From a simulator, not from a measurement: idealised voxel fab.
Process module, titled voxel capacitor over wiring
Cross-section cut: width 205 nm, square cells of 5 nm.
We lay out every cross-section as a grid of square cells and spell it out in bands from the top down, where one band means one or more rows of cells. It is stipulated that each band's entry specify, in nanometres, the height of the top of the band and then that of its bottom, followed by the materials of the band in left-to-right sequence, each together with its width in nanometres. A single material marked by the word "throughout" is understood to fill the band from edge to edge; the word "empty" is understood to denote empty space. Heads up on the height convention: 0 is the point under which the incoming wafer is all one material, and the lowest band has no bottom, it just keeps going down, like "top 0, no bottom". Width spec "30->40" -> top row of cells at first value, bottom row at second value, equal per-row change in between. "nothing was modified" means the step left every cell of the cross-section as it was. Enclosed void entries: empty space of 8 cells or more with no open way to the top, each as width x height at its distance from the left edge, in nm. Where a step's line continues beyond its settings, the continuation is a remark by the simulator itself on that step. What "overlay nm" on a step's line means: if the step has a mask, that mask lay this far to the right of its planned place, or, when the value is negative, to the left.

[This section lists the process steps that were planned]
| 1 | RECEIVE, material Si |
| 2 | CONFORMAL_DEP, material SiO2, thk nm 10 |
| 3 | CONFORMAL_DEP, material SiCN, thk nm 5 |
| 4 | DIRECTIONAL_DEP, material SiO2, thk nm 25 |
| 5 | MASKED_ETCH, tone open, mask id METAL_1, width nm 20, pitch nm 75, etch materials SiO2, depth nm 25, overlay nm 0 |
| 6 | MASKED_ETCH, tone open, mask id METAL_1, width nm 20, pitch nm 75, etch materials SiCN, depth nm 5, overlay nm 0 |
| 7 | CONFORMAL_DEP, material TiN, thk nm 5 |
| 8 | FILL_DEP, material Cu, thk nm 5 |
| 9 | CMP, height nm 40 |
| 10 | CONFORMAL_DEP, material SiCN, thk nm 5 |
| 11 | DIRECTIONAL_DEP, material lowk, thk nm 20 |
| 12 | PATTERN, tone open, mask id PLUG_1, material resist, width nm 15, thk nm 20, overlay nm 0 |
| 13 | DIRECTIONAL_ETCH, etch materials lowk, depth nm 20 |
| 14 | DIRECTIONAL_ETCH, etch materials SiCN, depth nm 5 |
| 15 | STRIP, etch materials resist |
| 16 | EPI, material Ru, thk nm 10 |
| 17 | EPI, material Ru, thk nm 10 |
| 18 | EPI, material Ru, thk nm 5 |
| 19 | DIRECTIONAL_DEP, material TiN, thk nm 10 |
| 20 | DIRECTIONAL_DEP, material SiN, thk nm 5 |
| 21 | DIRECTIONAL_DEP, material TiN, thk nm 10 |
| 22 | PATTERN, tone cover, mask id UPPER_PLATE, material resist, width nm 60, thk nm 15, overlay nm 0 |
| 23 | DIRECTIONAL_ETCH, etch materials TiN, depth nm 10 |
| 24 | DIRECTIONAL_ETCH, etch materials SiN, depth nm 5 |
| 25 | STRIP, etch materials resist |
| 26 | DIRECTIONAL_DEP, material aC, thk nm 15 |
| 27 | PATTERN, tone cover, mask id LOWER_PLATE, material resist, width nm 70, thk nm 30, overlay nm 0 |
| 28 | DIRECTIONAL_ETCH, etch materials aC, depth nm 15 |
| 29 | STRIP, etch materials resist |
| 30 | DIRECTIONAL_ETCH, etch materials TiN, depth nm 10 |
| 31 | STRIP, etch materials aC |
| 32 | FILL_DEP, material SiO2, thk nm 15 |
| 33 | CMP, height nm 100 |
| 34 | PATTERN, tone open, mask id PLUG_2, material resist, width nm 15, thk nm 15, overlay nm 0 |
| 35 | DIRECTIONAL_ETCH, etch materials SiO2, depth nm 10 |
| 36 | STRIP, etch materials resist |
| 37 | CONFORMAL_DEP, material TiN, thk nm 5 |
| 38 | FILL_DEP, material Ru, thk nm 5 |
| 39 | CMP, height nm 100 |
| 40 | CONFORMAL_DEP, material SiCN, thk nm 5 |

[The cross-section here shows the wafer as received, i.e. in its state after step 1]
top 0, no bottom: Si throughout
Enclosed void entries: none

[Cross-section, first of two wafers, end of module, run as planned]
top 105, bottom 100: SiCN throughout
top 100, bottom 95: SiO2: 70 / TiN: 5 / Ru: 5 / TiN: 5 / SiO2: 120
top 95, bottom 90: SiO2: 70 / TiN: 15 / SiO2: 120
top 90, bottom 80: SiO2: 60 / TiN: 60 / SiO2: 85
top 80, bottom 75: SiO2: 60 / SiN: 60 / SiO2: 85
top 75, bottom 65: SiO2: 55 / TiN: 70 / SiO2: 80
top 65, bottom 45: lowk: 60 / Ru: 15 / lowk: 130
top 45, bottom 40: SiCN: 60 / Ru: 15 / SiCN: 130
top 40, bottom 15: SiO2: 55 / TiN: 5 / Cu: 10 / TiN: 5 / SiO2: 55 / TiN: 5 / Cu: 10 / TiN: 5 / SiO2: 55
top 15, bottom 10: SiCN: 55 / TiN: 20 / SiCN: 55 / TiN: 20 / SiCN: 55
top 10, bottom 0: SiO2 throughout
top 0, no bottom: Si throughout
Enclosed void entries: none

[Second wafer through the module, sectioned at the end: same beginning and same plan as the first wafer, with one mistake in carrying it out]
top 105, bottom 100: SiCN throughout
top 100, bottom 95: SiO2: 70 / TiN: 5 / Ru: 5 / TiN: 5 / SiO2: 120
top 95, bottom 90: SiO2: 70 / TiN: 15 / SiO2: 120
top 90, bottom 80: SiO2: 60 / TiN: 60 / SiO2: 85
top 80, bottom 75: SiO2: 60 / SiN: 60 / SiO2: 85
top 75, bottom 70: SiO2: 55 / TiN: 70 / SiO2: 80
top 70, bottom 65: TiN throughout
top 65, bottom 45: lowk: 60 / Ru: 15 / lowk: 130
top 45, bottom 40: SiCN: 60 / Ru: 15 / SiCN: 130
top 40, bottom 15: SiO2: 55 / TiN: 5 / Cu: 10 / TiN: 5 / SiO2: 55 / TiN: 5 / Cu: 10 / TiN: 5 / SiO2: 55
top 15, bottom 10: SiCN: 55 / TiN: 20 / SiCN: 55 / TiN: 20 / SiCN: 55
top 10, bottom 0: SiO2 throughout
top 0, no bottom: Si throughout
Enclosed void entries: none
Here's what went sideways: step 30 deviated from plan and actually ran as DIRECTIONAL_ETCH, etch materials TiN, depth nm 5
Per the end-of-run cell counts, the second wafer holds more or fewer of some materials than the first: SiO2 -27, TiN +27
